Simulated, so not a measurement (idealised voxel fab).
Documented hereafter: the process module known as voxel released beams.
For reference, the cross-section in this document is cut, with width 205 nm and square cells of 5 nm.
Bands, listed from the top down, are how a cross-section gets written in this document; the cross-section itself is a grid of square cells, and a band is one or more rows of them.
The band entry comprises the height of the band's top followed by the height of its bottom, expressed in nm, and subsequently the band's materials from left to right, each stated together with its width in nm. Where a single material is marked with the word "all across", that material fills the band from edge to edge. The word "air" represents empty space.
A quick word on heights: they are counted from 0, and under that level the wafer as it came to us is one material throughout. The lowest band is different from the rest in having no bottom; it simply continues downward, written as in "top 0, no bottom".
The notation "30..40" denotes a width that varies across the rows of cells in the band, beginning at the first number in the top row, finishing at the second number in the bottom row, and changing by an identical amount from each row to the next.
Where a step carries "nothing got changed", the cross-section came out of it unchanged, cell for cell.
Closed void listing: empty space of 8 cells or more with no open way to the top, each as width x height at its distance from the left edge, in nm
Post-settings text on a step line: simulator's own remark regarding the step.
What "overlay nm" on a step's line means: if the step has a mask, that mask lay this far to the right of its planned place, or, when the value is negative, to the left.

[Planned process steps]
1) RECEIVE [material Si]
2) CONFORMAL_DEP [material SiN] [thk nm 10]
3) DIRECTIONAL_DEP [material SiO2] [thk nm 15]
4) MASKED_ETCH [tone open] [mask id ANCHOR] [width nm 45] [etch materials SiO2] [depth nm 15] [overlay nm 0]
5) CONFORMAL_DEP [material TiN] [thk nm 15]
6) MASKED_ETCH [tone cover] [mask id BEAM] [width nm 95] [etch materials TiN] [depth nm 15] [overlay nm 0]
7) STRIP [etch materials SiO2]

[The first of the two wafers, which ran as planned]

[as received, after step 1]
  top 0, no bottom  Si all across
  Closed void listing: none

[Wafer section view after processing step 2]
  top 10, bottom 0  SiN all across
  Whatever lies below 0 is exactly as it was before.

[Wafer section view after processing step 3]
  top 25, bottom 10  SiO2 all across
  Whatever lies below 10 is exactly as it was before.

[Wafer section view after processing step 4]
  top 25, bottom 10  SiO2: 55; air: 45; SiO2: 105
  Whatever lies below 10 is exactly as it was before.

[Wafer section view after processing step 5]
  top 40, bottom 25  TiN: 70; air: 15; TiN: 120
  top 25, bottom 10  SiO2: 55; TiN: 45; SiO2: 105
  Whatever lies below 10 is exactly as it was before.

[Wafer section view after processing step 6]
  top 40, bottom 25  air: 50; TiN: 20; air: 15; TiN: 60; air: 60
  Whatever lies below 25 is exactly as it was before.

[Wafer section view after processing step 7]
  top 40, bottom 25  air: 50; TiN: 20; air: 15; TiN: 60; air: 60
  top 25, bottom 10  air: 55; TiN: 45; air: 105
  Whatever lies below 10 is exactly as it was before.

[The Second Wafer: Common Origin and Plan, One Mistake in Execution, Identical to the First Through Step 1]

[Second wafer at the planned finish of step 2, seen in cross-section]
  top 10, bottom 0  SiO2 all across
  Whatever lies below 0 is exactly as it was before.

[Second wafer at the planned finish of step 3, seen in cross-section]
  top 25, bottom 0  SiO2 all across
  Whatever lies below 0 is exactly as it was before.

[Second wafer at the planned finish of step 4, seen in cross-section]
  top 25, bottom 10  SiO2: 55; air: 45; SiO2: 105
  Whatever lies below 10 is exactly as it was before.

[Second wafer at the planned finish of step 5, seen in cross-section]
  top 40, bottom 25  TiN: 70; air: 15; TiN: 120
  top 25, bottom 10  SiO2: 55; TiN: 45; SiO2: 105
  Whatever lies below 10 is exactly as it was before.

[Second wafer at the planned finish of step 6, seen in cross-section]
  top 40, bottom 25  air: 50; TiN: 20; air: 15; TiN: 60; air: 60
  Whatever lies below 25 is exactly as it was before.

[Second wafer at the planned finish of step 7, seen in cross-section]
  top 0, no bottom  Si all across
Misprocessing identified: step 2 did not use the planned setting and instead ran as CONFORMAL_DEP [material SiO2] [thk nm 10]
The closing comparison, in cells, has the second wafer with more or fewer of some materials than the first: SiN -82; TiN -75
